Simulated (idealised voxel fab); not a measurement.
The name of this process module is voxel wiring stack.
Pictured: cross-section cut, 260 nm wide, on a grid of 5 nm square cells.
Think of the cross-section as a grid of square cells. We describe it in bands, top to bottom, and each band covers one or more rows of those cells.
Top, bottom (nm), then materials left to right with widths (nm); lone material tagged "throughout" fills the whole band edge to edge; "blank" = empty space.
Beneath 0, the wafer as received is one material, and that level is where height counting begins. The lowest band goes on downward without a bottom; it is written like "top 0, no bottom".
The two numbers in a width such as "30 to 40" mark its ends across the band: the first belongs to the top row of cells, the second to the bottom row, and from each row to the next the width moves by the same amount.
The designation "remained the same", where it is given for a processing step, indicates that no cell of the cross-section was altered in the course of that step.
Empty spaces counting at least 8 cells and having no open way to the top are listed in "Sealed internal cavities". The notation width x height at distance is used for each, the distance being from the left edge and all three values in nm.
Text after the settings on a step's line: the simulator's own remark on that step.
The optional step-line setting "overlay nm" applies to steps with a mask and quantifies how far to the right of its planned location the mask lay, a negative value indicating leftward placement.
How should the pairs below be read? Each gives the cross-section before one process step and the cross-section after it, the latter drawn only to the lowest band that changed; the step that lies between them, with its settings, appears under the pair. Does a pair pick up where the pair above left off? Only where its entry headed "Pre-process cross-section" says so, since pairs can come from different runs of this module on the same starting wafer.
Pre-process cross-section
- top 70, bottom 55 | 50 of SiO2, then 20 of blank, then 25 of SiO2, then 20 of blank, then 25 of SiO2, then 20 of blank, then 25 of SiO2, then 20 of blank, then 55 of SiO2
- top 55, bottom 40 | 50 of SiO2, then 15 of blank, then 30 of SiO2, then 15 of blank, then 30 of SiO2, then 15 of blank, then 30 of SiO2, then 15 of blank, then 60 of SiO2
- top 40, bottom 35 | 50 of SiCN, then 15 of blank, then 30 of SiCN, then 15 of blank, then 30 of SiCN, then 15 of blank, then 30 of SiCN, then 15 of blank, then 60 of SiCN
- top 35, bottom 30 | 50 of SiN, then 20 of TiN, then 25 of SiN, then 20 of TiN, then 25 of SiN, then 20 of TiN, then 25 of SiN, then 20 of TiN, then 55 of SiN
- top 30, bottom 0 | SiO2 throughout
- top 0, no bottom | Si throughout
- Sealed internal cavities: none
Resulting Cross-Section
- top 75, bottom 70 | 55 of TiN, then 10 of blank, then 35 of TiN, then 10 of blank, then 35 of TiN, then 10 of blank, then 35 of TiN, then 10 of blank, then 60 of TiN
- top 70, bottom 60 | 50 of SiO2, then 5 of TiN, then 10 of blank, then 5 of TiN, then 25 of SiO2, then 5 of TiN, then 10 of blank, then 5 of TiN, then 25 of SiO2, then 5 of TiN, then 10 of blank, then 5 of TiN, then 25 of SiO2, then 5 of TiN, then 10 of blank, then 5 of TiN, then 55 of SiO2
- top 60, bottom 55 | 50 of SiO2, then 5 of TiN, then 5 of blank, then 10 of TiN, then 25 of SiO2, then 5 of TiN, then 5 of blank, then 10 of TiN, then 25 of SiO2, then 5 of TiN, then 5 of blank, then 10 of TiN, then 25 of SiO2, then 5 of TiN, then 5 of blank, then 10 of TiN, then 55 of SiO2
- top 55, bottom 40 | 50 of SiO2, then 5 of TiN, then 5 of blank, then 5 of TiN, then 30 of SiO2, then 5 of TiN, then 5 of blank, then 5 of TiN, then 30 of SiO2, then 5 of TiN, then 5 of blank, then 5 of TiN, then 30 of SiO2, then 5 of TiN, then 5 of blank, then 5 of TiN, then 60 of SiO2
- top 40, bottom 35 | 50 of SiCN, then 15 of TiN, then 30 of SiCN, then 15 of TiN, then 30 of SiCN, then 15 of TiN, then 30 of SiCN, then 15 of TiN, then 60 of SiCN
- No changes below 35.
- Sealed internal cavities: none
The before and after cross-sections above differ by one step: CONFORMAL_DEP (material TiN; thk nm 5)
Pre-process cross-section: same picture as after in the pair right above, so we don't repeat it.
Resulting Cross-Section
- top 85, bottom 75 | Ru throughout
- top 75, bottom 70 | 55 of TiN, then 10 of Ru, then 35 of TiN, then 10 of Ru, then 35 of TiN, then 10 of Ru, then 35 of TiN, then 10 of Ru, then 60 of TiN
- top 70, bottom 60 | 50 of SiO2, then 5 of TiN, then 10 of Ru, then 5 of TiN, then 25 of SiO2, then 5 of TiN, then 10 of Ru, then 5 of TiN, then 25 of SiO2, then 5 of TiN, then 10 of Ru, then 5 of TiN, then 25 of SiO2, then 5 of TiN, then 10 of Ru, then 5 of TiN, then 55 of SiO2
- top 60, bottom 55 | 50 of SiO2, then 5 of TiN, then 5 of Ru, then 10 of TiN, then 25 of SiO2, then 5 of TiN, then 5 of Ru, then 10 of TiN, then 25 of SiO2, then 5 of TiN, then 5 of Ru, then 10 of TiN, then 25 of SiO2, then 5 of TiN, then 5 of Ru, then 10 of TiN, then 55 of SiO2
- top 55, bottom 40 | 50 of SiO2, then 5 of TiN, then 5 of Ru, then 5 of TiN, then 30 of SiO2, then 5 of TiN, then 5 of Ru, then 5 of TiN, then 30 of SiO2, then 5 of TiN, then 5 of Ru, then 5 of TiN, then 30 of SiO2, then 5 of TiN, then 5 of Ru, then 5 of TiN, then 60 of SiO2
- No changes below 40.
- Sealed internal cavities: none
The before and after cross-sections above differ by one step: FILL_DEP (material Ru; thk nm 10)
Pre-process cross-section: same picture as after in the pair right above, so we don't repeat it.
Resulting Cross-Section
- top 70, bottom 60 | 50 of SiO2, then 5 of TiN, then 10 of Ru, then 5 of TiN, then 25 of SiO2, then 5 of TiN, then 10 of Ru, then 5 of TiN, then 25 of SiO2, then 5 of TiN, then 10 of Ru, then 5 of TiN, then 25 of SiO2, then 5 of TiN, then 10 of Ru, then 5 of TiN, then 55 of SiO2
- No changes below 60.
- Sealed internal cavities: none
The before and after cross-sections above differ by one step: CMP (height nm 70)
Pre-process cross-section: same picture as after in the pair right above, so we don't repeat it.
Resulting Cross-Section
- top 75, bottom 70 | SiCN throughout
- No changes below 70.
- Sealed internal cavities: none
The before and after cross-sections above differ by one step: CONFORMAL_DEP (material SiCN; thk nm 5)
Pre-process cross-section
- top 30, bottom 15 | Ru throughout
- top 15, bottom 0 | SiO2 throughout
- top 0, no bottom | Si throughout
- Sealed internal cavities: none
Resulting Cross-Section
- top 35, bottom 30 | TiN throughout
- No changes below 30.
- Sealed internal cavities: none
The before and after cross-sections above differ by one step: DIRECTIONAL_DEP (material TiN; thk nm 5)
Pre-process cross-section: same picture as after in the pair right above, so we don't repeat it.
Resulting Cross-Section
- top 55, bottom 35 | 50 of blank, then 20 of resist, then 25 of blank, then 20 of resist, then 25 of blank, then 20 of resist, then 25 of blank, then 20 of resist, then 55 of blank
- No changes below 35.
- Sealed internal cavities: none
The before and after cross-sections above differ by one step: PATTERN (tone cover; mask id METAL_1; material resist; width nm 20; pitch nm 45; thk nm 20; overlay nm 0)
Pre-process cross-section: same picture as after in the pair right above, so we don't repeat it.
Resulting Cross-Section
- top 55, bottom 35 | 50 of blank, then 20 of resist, then 25 of blank, then 20 of resist, then 25 of blank, then 20 of resist, then 25 of blank, then 20 of resist, then 55 of blank
- top 35, bottom 30 | 50 of blank, then 20 of TiN, then 25 of blank, then 20 of TiN, then 25 of blank, then 20 of TiN, then 25 of blank, then 20 of TiN, then 55 of blank
- No changes below 30.
- Sealed internal cavities: none
The before and after cross-sections above differ by one step: DIRECTIONAL_ETCH (etch materials TiN; depth nm 5)
Pre-process cross-section: same picture as after in the pair right above, so we don't repeat it.
Resulting Cross-Section
- top 35, bottom 30 | 50 of blank, then 20 of TiN, then 25 of blank, then 20 of TiN, then 25 of blank, then 20 of TiN, then 25 of blank, then 20 of TiN, then 55 of blank
- No changes below 30.
- Sealed internal cavities: none
The before and after cross-sections above differ by one step: STRIP (etch materials resist)
Pre-process cross-section: same picture as after in the pair right above, so we don't repeat it.
Resulting Cross-Section
- top 40, bottom 35 | 45 of blank, then 30 of SiN, then 15 of blank, then 30 of SiN, then 15 of blank, then 30 of SiN, then 15 of blank, then 30 of SiN, then 50 of blank
- top 35, bottom 30 | 50 of SiN, then 20 of TiN, then 25 of SiN, then 20 of TiN, then 25 of SiN, then 20 of TiN, then 25 of SiN, then 20 of TiN, then 55 of SiN
- No changes below 30.
- Sealed internal cavities: none
The before and after cross-sections above differ by one step: CONFORMAL_DEP (material SiN; thk nm 5)
Pre-process cross-section: same picture as after in the pair right above, so we don't repeat it.
Resulting Cross-Section
- top 50, bottom 40 | SiO2 throughout
- top 40, bottom 35 | 45 of SiO2, then 30 of SiN, then 15 of SiO2, then 30 of SiN, then 15 of SiO2, then 30 of SiN, then 15 of SiO2, then 30 of SiN, then 50 of SiO2
- No changes below 35.
- Sealed internal cavities: none
The before and after cross-sections above differ by one step: FILL_DEP (material SiO2; thk nm 10)
Pre-process cross-section: same picture as after in the pair right above, so we don't repeat it.
Resulting Cross-Section
- top 35, bottom 30 | 50 of SiN, then 20 of TiN, then 25 of SiN, then 20 of TiN, then 25 of SiN, then 20 of TiN, then 25 of SiN, then 20 of TiN, then 55 of SiN
- No changes below 30.
- Sealed internal cavities: none
The before and after cross-sections above differ by one step: CMP (height nm 35)
Pre-process cross-section: same picture as after in the pair right above, so we don't repeat it.
Resulting Cross-Section
- top 40, bottom 35 | SiCN throughout
- No changes below 35.
- Sealed internal cavities: none
The before and after cross-sections above differ by one step: CONFORMAL_DEP (material SiCN; thk nm 5)
Pre-process cross-section: same picture as after in the pair right above, so we don't repeat it.
Resulting Cross-Section
- top 70, bottom 40 | SiO2 throughout
- No changes below 40.
- Sealed internal cavities: none
The before and after cross-sections above differ by one step: DIRECTIONAL_DEP (material SiO2; thk nm 30)
Pre-process cross-section: same picture as after in the pair right above, so we don't repeat it.
Resulting Cross-Section
- top 70, bottom 40 | 50 of SiO2, then 15 of blank, then 30 of SiO2, then 15 of blank, then 30 of SiO2, then 15 of blank, then 30 of SiO2, then 15 of blank, then 60 of SiO2
- No changes below 40.
- Sealed internal cavities: none
The before and after cross-sections above differ by one step: MASKED_ETCH (tone open; mask id METAL_2_HOLES; width nm 15; pitch nm 45; etch materials SiO2; depth nm 30; overlay nm 0)
Pre-process cross-section: same picture as after in the pair right above, so we don't repeat it.
Resulting Cross-Section
- top 70, bottom 55 | 50 of SiO2, then 20 of blank, then 25 of SiO2, then 20 of blank, then 25 of SiO2, then 20 of blank, then 25 of SiO2, then 20 of blank, then 55 of SiO2
- No changes below 55.
- Sealed internal cavities: none
The before and after cross-sections above differ by one step: MASKED_ETCH (tone open; mask id METAL_2; width nm 20; pitch nm 45; etch materials SiO2; depth nm 15; overlay nm 0)
Pre-process cross-section: same picture as after in the pair right above, so we don't repeat it.
Resulting Cross-Section
- top 70, bottom 55 | 50 of SiO2, then 20 of blank, then 25 of SiO2, then 20 of blank, then 25 of SiO2, then 20 of blank, then 25 of SiO2, then 20 of blank, then 55 of SiO2
- top 55, bottom 40 | 50 of SiO2, then 15 of blank, then 30 of SiO2, then 15 of blank, then 30 of SiO2, then 15 of blank, then 30 of SiO2, then 15 of blank, then 60 of SiO2
- top 40, bottom 35 | 50 of SiCN, then 15 of blank, then 30 of SiCN, then 15 of blank, then 30 of SiCN, then 15 of blank, then 30 of SiCN, then 15 of blank, then 60 of SiCN
- No changes below 35.
- Sealed internal cavities: none
The before and after cross-sections above differ by one step: MASKED_ETCH (tone open; mask id METAL_2; width nm 20; pitch nm 45; etch materials SiCN; depth nm 5; overlay nm 0)
Pre-process cross-section: same picture as after in the pair right above, so we don't repeat it.
Resulting Cross-Section
- top 75, bottom 70 | 55 of TiN, then 10 of blank, then 35 of TiN, then 10 of blank, then 35 of TiN, then 10 of blank, then 35 of TiN, then 10 of blank, then 60 of TiN
- top 70, bottom 60 | 50 of SiO2, then 5 of TiN, then 10 of blank, then 5 of TiN, then 25 of SiO2, then 5 of TiN, then 10 of blank, then 5 of TiN, then 25 of SiO2, then 5 of TiN, then 10 of blank, then 5 of TiN, then 25 of SiO2, then 5 of TiN, then 10 of blank, then 5 of TiN, then 55 of SiO2
- top 60, bottom 55 | 50 of SiO2, then 5 of TiN, then 5 of blank, then 10 of TiN, then 25 of SiO2, then 5 of TiN, then 5 of blank, then 10 of TiN, then 25 of SiO2, then 5 of TiN, then 5 of blank, then 10 of TiN, then 25 of SiO2, then 5 of TiN, then 5 of blank, then 10 of TiN, then 55 of SiO2
- top 55, bottom 40 | 50 of SiO2, then 5 of TiN, then 5 of blank, then 5 of TiN, then 30 of SiO2, then 5 of TiN, then 5 of blank, then 5 of TiN, then 30 of SiO2, then 5 of TiN, then 5 of blank, then 5 of TiN, then 30 of SiO2, then 5 of TiN, then 5 of blank, then 5 of TiN, then 60 of SiO2
- top 40, bottom 35 | 50 of SiCN, then 15 of TiN, then 30 of SiCN, then 15 of TiN, then 30 of SiCN, then 15 of TiN, then 30 of SiCN, then 15 of TiN, then 60 of SiCN
- No changes below 35.
- Sealed internal cavities: none
The before and after cross-sections above differ by one step: CONFORMAL_DEP (material TiN; thk nm 5)
Pre-process cross-section: same picture as after in the pair right above, so we don't repeat it.
Resulting Cross-Section
- top 85, bottom 75 | Ru throughout
- top 75, bottom 70 | 55 of TiN, then 10 of Ru, then 35 of TiN, then 10 of Ru, then 35 of TiN, then 10 of Ru, then 35 of TiN, then 10 of Ru, then 60 of TiN
- top 70, bottom 60 | 50 of SiO2, then 5 of TiN, then 10 of Ru, then 5 of TiN, then 25 of SiO2, then 5 of TiN, then 10 of Ru, then 5 of TiN, then 25 of SiO2, then 5 of TiN, then 10 of Ru, then 5 of TiN, then 25 of SiO2, then 5 of TiN, then 10 of Ru, then 5 of TiN, then 55 of SiO2
- top 60, bottom 55 | 50 of SiO2, then 5 of TiN, then 5 of Ru, then 10 of TiN, then 25 of SiO2, then 5 of TiN, then 5 of Ru, then 10 of TiN, then 25 of SiO2, then 5 of TiN, then 5 of Ru, then 10 of TiN, then 25 of SiO2, then 5 of TiN, then 5 of Ru, then 10 of TiN, then 55 of SiO2
- top 55, bottom 40 | 50 of SiO2, then 5 of TiN, then 5 of Ru, then 5 of TiN, then 30 of SiO2, then 5 of TiN, then 5 of Ru, then 5 of TiN, then 30 of SiO2, then 5 of TiN, then 5 of Ru, then 5 of TiN, then 30 of SiO2, then 5 of TiN, then 5 of Ru, then 5 of TiN, then 60 of SiO2
- No changes below 40.
- Sealed internal cavities: none
The before and after cross-sections above differ by one step: FILL_DEP (material Ru; thk nm 10)
Pre-process cross-section: same picture as after in the pair right above, so we don't repeat it.
Resulting Cross-Section
- top 70, bottom 60 | 50 of SiO2, then 5 of TiN, then 10 of Ru, then 5 of TiN, then 25 of SiO2, then 5 of TiN, then 10 of Ru, then 5 of TiN, then 25 of SiO2, then 5 of TiN, then 10 of Ru, then 5 of TiN, then 25 of SiO2, then 5 of TiN, then 10 of Ru, then 5 of TiN, then 55 of SiO2
- No changes below 60.
- Sealed internal cavities: none
The before and after cross-sections above differ by one step: CMP (height nm 70)
Pre-process cross-section: same picture as after in the pair right above, so we don't repeat it.
Resulting Cross-Section
- top 75, bottom 70 | SiCN throughout
- No changes below 70.
- Sealed internal cavities: none
The before and after cross-sections above differ by one step: CONFORMAL_DEP (material SiCN; thk nm 5)
Pre-process cross-section
- top 20, bottom 15 | TiN throughout
- top 15, bottom 0 | SiO2 throughout
- top 0, no bottom | Si throughout
- Sealed internal cavities: none
Resulting Cross-Section
- top 25, bottom 20 | Ru throughout
- No changes below 20.
- Sealed internal cavities: none
The before and after cross-sections above differ by one step: DIRECTIONAL_DEP (material Ru; thk nm 5)
Pre-process cross-section: same picture as after in the pair right above, so we don't repeat it.
Resulting Cross-Section
- top 45, bottom 25 | 50 of blank, then 20 of resist, then 25 of blank, then 20 of resist, then 25 of blank, then 20 of resist, then 25 of blank, then 20 of resist, then 55 of blank
- No changes below 25.
- Sealed internal cavities: none
The before and after cross-sections above differ by one step: PATTERN (tone cover; mask id METAL_1; material resist; width nm 20; pitch nm 45; thk nm 20; overlay nm 0)
Pre-process cross-section: same picture as after in the pair right above, so we don't repeat it.
Resulting Cross-Section
- top 45, bottom 25 | 50 of blank, then 20 of resist, then 25 of blank, then 20 of resist, then 25 of blank, then 20 of resist, then 25 of blank, then 20 of resist, then 55 of blank
- top 25, bottom 20 | 50 of blank, then 20 of Ru, then 25 of blank, then 20 of Ru, then 25 of blank, then 20 of Ru, then 25 of blank, then 20 of Ru, then 55 of blank
- No changes below 20.
- Sealed internal cavities: none
The before and after cross-sections above differ by one step: DIRECTIONAL_ETCH (etch materials Ru; depth nm 15)
Pre-process cross-section: same picture as after in the pair right above, so we don't repeat it.
Resulting Cross-Section
- top 45, bottom 25 | 50 of blank, then 20 of resist, then 25 of blank, then 20 of resist, then 25 of blank, then 20 of resist, then 25 of blank, then 20 of resist, then 55 of blank
- top 25, bottom 20 | 50 of blank, then 20 of Ru, then 25 of blank, then 20 of Ru, then 25 of blank, then 20 of Ru, then 25 of blank, then 20 of Ru, then 55 of blank
- top 20, bottom 15 | 50 of blank, then 20 of TiN, then 25 of blank, then 20 of TiN, then 25 of blank, then 20 of TiN, then 25 of blank, then 20 of TiN, then 55 of blank
- No changes below 15.
- Sealed internal cavities: none
The before and after cross-sections above differ by one step: DIRECTIONAL_ETCH (etch materials TiN; depth nm 5)
Pre-process cross-section: same picture as after in the pair right above, so we don't repeat it.
Resulting Cross-Section
- top 25, bottom 20 | 50 of blank, then 20 of Ru, then 25 of blank, then 20 of Ru, then 25 of blank, then 20 of Ru, then 25 of blank, then 20 of Ru, then 55 of blank
- No changes below 20.
- Sealed internal cavities: none
The before and after cross-sections above differ by one step: STRIP (etch materials resist)
Pre-process cross-section: same picture as after in the pair right above, so we don't repeat it.
Resulting Cross-Section
- top 30, bottom 25 | 45 of blank, then 30 of SiN, then 15 of blank, then 30 of SiN, then 15 of blank, then 30 of SiN, then 15 of blank, then 30 of SiN, then 50 of blank
- top 25, bottom 20 | 45 of blank, then 5 of SiN, then 20 of Ru, then 5 of SiN, then 15 of blank, then 5 of SiN, then 20 of Ru, then 5 of SiN, then 15 of blank, then 5 of SiN, then 20 of Ru, then 5 of SiN, then 15 of blank, then 5 of SiN, then 20 of Ru, then 5 of SiN, then 50 of blank
- top 20, bottom 15 | 50 of SiN, then 20 of TiN, then 25 of SiN, then 20 of TiN, then 25 of SiN, then 20 of TiN, then 25 of SiN, then 20 of TiN, then 55 of SiN
- No changes below 15.
- Sealed internal cavities: none
The before and after cross-sections above differ by one step: CONFORMAL_DEP (material SiN; thk nm 5)
Pre-process cross-section: same picture as after in the pair right above, so we don't repeat it.
Resulting Cross-Section
- top 40, bottom 30 | SiO2 throughout
- top 30, bottom 25 | 45 of SiO2, then 30 of SiN, then 15 of SiO2, then 30 of SiN, then 15 of SiO2, then 30 of SiN, then 15 of SiO2, then 30 of SiN, then 50 of SiO2
- top 25, bottom 20 | 45 of SiO2, then 5 of SiN, then 20 of Ru, then 5 of SiN, then 15 of SiO2, then 5 of SiN, then 20 of Ru, then 5 of SiN, then 15 of SiO2, then 5 of SiN, then 20 of Ru, then 5 of SiN, then 15 of SiO2, then 5 of SiN, then 20 of Ru, then 5 of SiN, then 50 of SiO2
- No changes below 20.
- Sealed internal cavities: none
The before and after cross-sections above differ by one step: FILL_DEP (material SiO2; thk nm 10)
Pre-process cross-section: same picture as after in the pair right above, so we don't repeat it.
Resulting Cross-Section
- top 35, bottom 30 | SiO2 throughout
- No changes below 30.
- Sealed internal cavities: none
The before and after cross-sections above differ by one step: CMP (height nm 35)
Pre-process cross-section: same picture as after in the pair right above, so we don't repeat it.
Resulting Cross-Section
- top 40, bottom 35 | SiCN throughout
- No changes below 35.
- Sealed internal cavities: none
The before and after cross-sections above differ by one step: CONFORMAL_DEP (material SiCN; thk nm 5)
Pre-process cross-section: same picture as after in the pair right above, so we don't repeat it.
Resulting Cross-Section
- top 70, bottom 40 | SiO2 throughout
- No changes below 40.
- Sealed internal cavities: none
The before and after cross-sections above differ by one step: DIRECTIONAL_DEP (material SiO2; thk nm 30)
Pre-process cross-section: same picture as after in the pair right above, so we don't repeat it.
Resulting Cross-Section
- top 70, bottom 40 | 50 of SiO2, then 15 of blank, then 30 of SiO2, then 15 of blank, then 30 of SiO2, then 15 of blank, then 30 of SiO2, then 15 of blank, then 60 of SiO2
- No changes below 40.
- Sealed internal cavities: none
The before and after cross-sections above differ by one step: MASKED_ETCH (tone open; mask id METAL_2_HOLES; width nm 15; pitch nm 45; etch materials SiO2; depth nm 30; overlay nm 0)
Pre-process cross-section: same picture as after in the pair right above, so we don't repeat it.
Resulting Cross-Section
- top 70, bottom 55 | 50 of SiO2, then 20 of blank, then 25 of SiO2, then 20 of blank, then 25 of SiO2, then 20 of blank, then 25 of SiO2, then 20 of blank, then 55 of SiO2
- No changes below 55.
- Sealed internal cavities: none
The before and after cross-sections above differ by one step: MASKED_ETCH (tone open; mask id METAL_2; width nm 20; pitch nm 45; etch materials SiO2; depth nm 15; overlay nm 0)
Pre-process cross-section: same picture as after in the pair right above, so we don't repeat it.
Resulting Cross-Section
- top 70, bottom 55 | 50 of SiO2, then 20 of blank, then 25 of SiO2, then 20 of blank, then 25 of SiO2, then 20 of blank, then 25 of SiO2, then 20 of blank, then 55 of SiO2
- top 55, bottom 40 | 50 of SiO2, then 15 of blank, then 30 of SiO2, then 15 of blank, then 30 of SiO2, then 15 of blank, then 30 of SiO2, then 15 of blank, then 60 of SiO2
- top 40, bottom 35 | 50 of SiCN, then 15 of blank, then 30 of SiCN, then 15 of blank, then 30 of SiCN, then 15 of blank, then 30 of SiCN, then 15 of blank, then 60 of SiCN
- No changes below 35.
- Sealed internal cavities: none
The before and after cross-sections above differ by one step: MASKED_ETCH (tone open; mask id METAL_2; width nm 20; pitch nm 45; etch materials SiCN; depth nm 5; overlay nm 0)
Pre-process cross-section: same picture as after in the pair right above, so we don't repeat it.
Resulting Cross-Section
- top 75, bottom 70 | 55 of TiN, then 10 of blank, then 35 of TiN, then 10 of blank, then 35 of TiN, then 10 of blank, then 35 of TiN, then 10 of blank, then 60 of TiN
- top 70, bottom 60 | 50 of SiO2, then 5 of TiN, then 10 of blank, then 5 of TiN, then 25 of SiO2, then 5 of TiN, then 10 of blank, then 5 of TiN, then 25 of SiO2, then 5 of TiN, then 10 of blank, then 5 of TiN, then 25 of SiO2, then 5 of TiN, then 10 of blank, then 5 of TiN, then 55 of SiO2
- top 60, bottom 55 | 50 of SiO2, then 5 of TiN, then 5 of blank, then 10 of TiN, then 25 of SiO2, then 5 of TiN, then 5 of blank, then 10 of TiN, then 25 of SiO2, then 5 of TiN, then 5 of blank, then 10 of TiN, then 25 of SiO2, then 5 of TiN, then 5 of blank, then 10 of TiN, then 55 of SiO2
- top 55, bottom 40 | 50 of SiO2, then 5 of TiN, then 5 of blank, then 5 of TiN, then 30 of SiO2, then 5 of TiN, then 5 of blank, then 5 of TiN, then 30 of SiO2, then 5 of TiN, then 5 of blank, then 5 of TiN, then 30 of SiO2, then 5 of TiN, then 5 of blank, then 5 of TiN, then 60 of SiO2
- top 40, bottom 35 | 50 of SiCN, then 15 of TiN, then 30 of SiCN, then 15 of TiN, then 30 of SiCN, then 15 of TiN, then 30 of SiCN, then 15 of TiN, then 60 of SiCN
- No changes below 35.
- Sealed internal cavities: none
The before and after cross-sections above differ by one step: CONFORMAL_DEP (material TiN; thk nm 5)
Pre-process cross-section: same picture as after in the pair right above, so we don't repeat it.
Resulting Cross-Section
- top 85, bottom 75 | Ru throughout
- top 75, bottom 70 | 55 of TiN, then 10 of Ru, then 35 of TiN, then 10 of Ru, then 35 of TiN, then 10 of Ru, then 35 of TiN, then 10 of Ru, then 60 of TiN
- top 70, bottom 60 | 50 of SiO2, then 5 of TiN, then 10 of Ru, then 5 of TiN, then 25 of SiO2, then 5 of TiN, then 10 of Ru, then 5 of TiN, then 25 of SiO2, then 5 of TiN, then 10 of Ru, then 5 of TiN, then 25 of SiO2, then 5 of TiN, then 10 of Ru, then 5 of TiN, then 55 of SiO2
- top 60, bottom 55 | 50 of SiO2, then 5 of TiN, then 5 of Ru, then 10 of TiN, then 25 of SiO2, then 5 of TiN, then 5 of Ru, then 10 of TiN, then 25 of SiO2, then 5 of TiN, then 5 of Ru, then 10 of TiN, then 25 of SiO2, then 5 of TiN, then 5 of Ru, then 10 of TiN, then 55 of SiO2
- top 55, bottom 40 | 50 of SiO2, then 5 of TiN, then 5 of Ru, then 5 of TiN, then 30 of SiO2, then 5 of TiN, then 5 of Ru, then 5 of TiN, then 30 of SiO2, then 5 of TiN, then 5 of Ru, then 5 of TiN, then 30 of SiO2, then 5 of TiN, then 5 of Ru, then 5 of TiN, then 60 of SiO2
- No changes below 40.
- Sealed internal cavities: none
The before and after cross-sections above differ by one step: FILL_DEP (material Ru; thk nm 10)
Pre-process cross-section: same picture as after in the pair right above, so we don't repeat it.
Resulting Cross-Section
- top 70, bottom 60 | 50 of SiO2, then 5 of TiN, then 10 of Ru, then 5 of TiN, then 25 of SiO2, then 5 of TiN, then 10 of Ru, then 5 of TiN, then 25 of SiO2, then 5 of TiN, then 10 of Ru, then 5 of TiN, then 25 of SiO2, then 5 of TiN, then 10 of Ru, then 5 of TiN, then 55 of SiO2
- No changes below 60.
- Sealed internal cavities: none
The before and after cross-sections above differ by one step: CMP (height nm 70)
Pre-process cross-section: same picture as after in the pair right above, so we don't repeat it.
Resulting Cross-Section
- top 75, bottom 70 | SiCN throughout
- No changes below 70.
- Sealed internal cavities: none
The before and after cross-sections above differ by one step: CONFORMAL_DEP (material SiCN; thk nm 5)
Pre-process cross-section
- top 35, bottom 20 | Ru throughout
- top 20, bottom 15 | TiN throughout
- top 15, bottom 0 | SiO2 throughout
- top 0, no bottom | Si throughout
- Sealed internal cavities: none
Resulting Cross-Section
- top 55, bottom 35 | 45 of blank, then 30 of resist, then 15 of blank, then 30 of resist, then 15 of blank, then 30 of resist, then 15 of blank, then 30 of resist, then 50 of blank
- No changes below 35.
- Sealed internal cavities: none
The before and after cross-sections above differ by one step: PATTERN (tone cover; mask id METAL_1; material resist; width nm 30; pitch nm 45; thk nm 20; overlay nm 0)
Pre-process cross-section: same picture as after in the pair right above, so we don't repeat it.
Resulting Cross-Section
- top 55, bottom 35 | 45 of blank, then 30 of resist, then 15 of blank, then 30 of resist, then 15 of blank, then 30 of resist, then 15 of blank, then 30 of resist, then 50 of blank
- top 35, bottom 20 | 45 of blank, then 30 of Ru, then 15 of blank, then 30 of Ru, then 15 of blank, then 30 of Ru, then 15 of blank, then 30 of Ru, then 50 of blank
- No changes below 20.
- Sealed internal cavities: none
The before and after cross-sections above differ by one step: DIRECTIONAL_ETCH (etch materials Ru; depth nm 15)
Pre-process cross-section: same picture as after in the pair right above, so we don't repeat it.
Resulting Cross-Section
- top 55, bottom 35 | 45 of blank, then 30 of resist, then 15 of blank, then 30 of resist, then 15 of blank, then 30 of resist, then 15 of blank, then 30 of resist, then 50 of blank
- top 35, bottom 20 | 45 of blank, then 30 of Ru, then 15 of blank, then 30 of Ru, then 15 of blank, then 30 of Ru, then 15 of blank, then 30 of Ru, then 50 of blank
- top 20, bottom 15 | 45 of blank, then 30 of TiN, then 15 of blank, then 30 of TiN, then 15 of blank, then 30 of TiN, then 15 of blank, then 30 of TiN, then 50 of blank
- No changes below 15.
- Sealed internal cavities: none
The before and after cross-sections above differ by one step: DIRECTIONAL_ETCH (etch materials TiN; depth nm 5)
Pre-process cross-section: same picture as after in the pair right above, so we don't repeat it.
Resulting Cross-Section
- top 35, bottom 20 | 45 of blank, then 30 of Ru, then 15 of blank, then 30 of Ru, then 15 of blank, then 30 of Ru, then 15 of blank, then 30 of Ru, then 50 of blank
- No changes below 20.
- Sealed internal cavities: none
The before and after cross-sections above differ by one step: STRIP (etch materials resist)
Pre-process cross-section: same picture as after in the pair right above, so we don't repeat it.
Resulting Cross-Section
- top 40, bottom 35 | 40 of blank, then 40 of SiN, then 5 of blank, then 40 of SiN, then 5 of blank, then 40 of SiN, then 5 of blank, then 40 of SiN, then 45 of blank
- top 35, bottom 20 | 40 of blank, then 5 of SiN, then 30 of Ru, then 5 of SiN, then 5 of blank, then 5 of SiN, then 30 of Ru, then 5 of SiN, then 5 of blank, then 5 of SiN, then 30 of Ru, then 5 of SiN, then 5 of blank, then 5 of SiN, then 30 of Ru, then 5 of SiN, then 45 of blank
- top 20, bottom 15 | 45 of SiN, then 30 of TiN, then 15 of SiN, then 30 of TiN, then 15 of SiN, then 30 of TiN, then 15 of SiN, then 30 of TiN, then 50 of SiN
- No changes below 15.
- Sealed internal cavities: none
The before and after cross-sections above differ by one step: CONFORMAL_DEP (material SiN; thk nm 5)
Pre-process cross-section: same picture as after in the pair right above, so we don't repeat it.
Resulting Cross-Section
- top 50, bottom 40 | SiO2 throughout
- top 40, bottom 35 | 40 of SiO2, then 40 of SiN, then 5 of SiO2, then 40 of SiN, then 5 of SiO2, then 40 of SiN, then 5 of SiO2, then 40 of SiN, then 45 of SiO2
- top 35, bottom 20 | 40 of SiO2, then 5 of SiN, then 30 of Ru, then 5 of SiN, then 5 of SiO2, then 5 of SiN, then 30 of Ru, then 5 of SiN, then 5 of SiO2, then 5 of SiN, then 30 of Ru, then 5 of SiN, then 5 of SiO2, then 5 of SiN, then 30 of Ru, then 5 of SiN, then 45 of SiO2
- No changes below 20.
- Sealed internal cavities: none
The before and after cross-sections above differ by one step: FILL_DEP (material SiO2; thk nm 10)
Pre-process cross-section: same picture as after in the pair right above, so we don't repeat it.
Resulting Cross-Section
- top 35, bottom 20 | 40 of SiO2, then 5 of SiN, then 30 of Ru, then 5 of SiN, then 5 of SiO2, then 5 of SiN, then 30 of Ru, then 5 of SiN, then 5 of SiO2, then 5 of SiN, then 30 of Ru, then 5 of SiN, then 5 of SiO2, then 5 of SiN, then 30 of Ru, then 5 of SiN, then 45 of SiO2
- No changes below 20.
- Sealed internal cavities: none
The before and after cross-sections above differ by one step: CMP (height nm 35)
Pre-process cross-section: same picture as after in the pair right above, so we don't repeat it.
Resulting Cross-Section
- top 40, bottom 35 | SiCN throughout
- No changes below 35.
- Sealed internal cavities: none
The before and after cross-sections above differ by one step: CONFORMAL_DEP (material SiCN; thk nm 5)
Pre-process cross-section: same picture as after in the pair right above, so we don't repeat it.
Resulting Cross-Section
- top 70, bottom 40 | SiO2 throughout
- No changes below 40.
- Sealed internal cavities: none
The before and after cross-sections above differ by one step: DIRECTIONAL_DEP (material SiO2; thk nm 30)
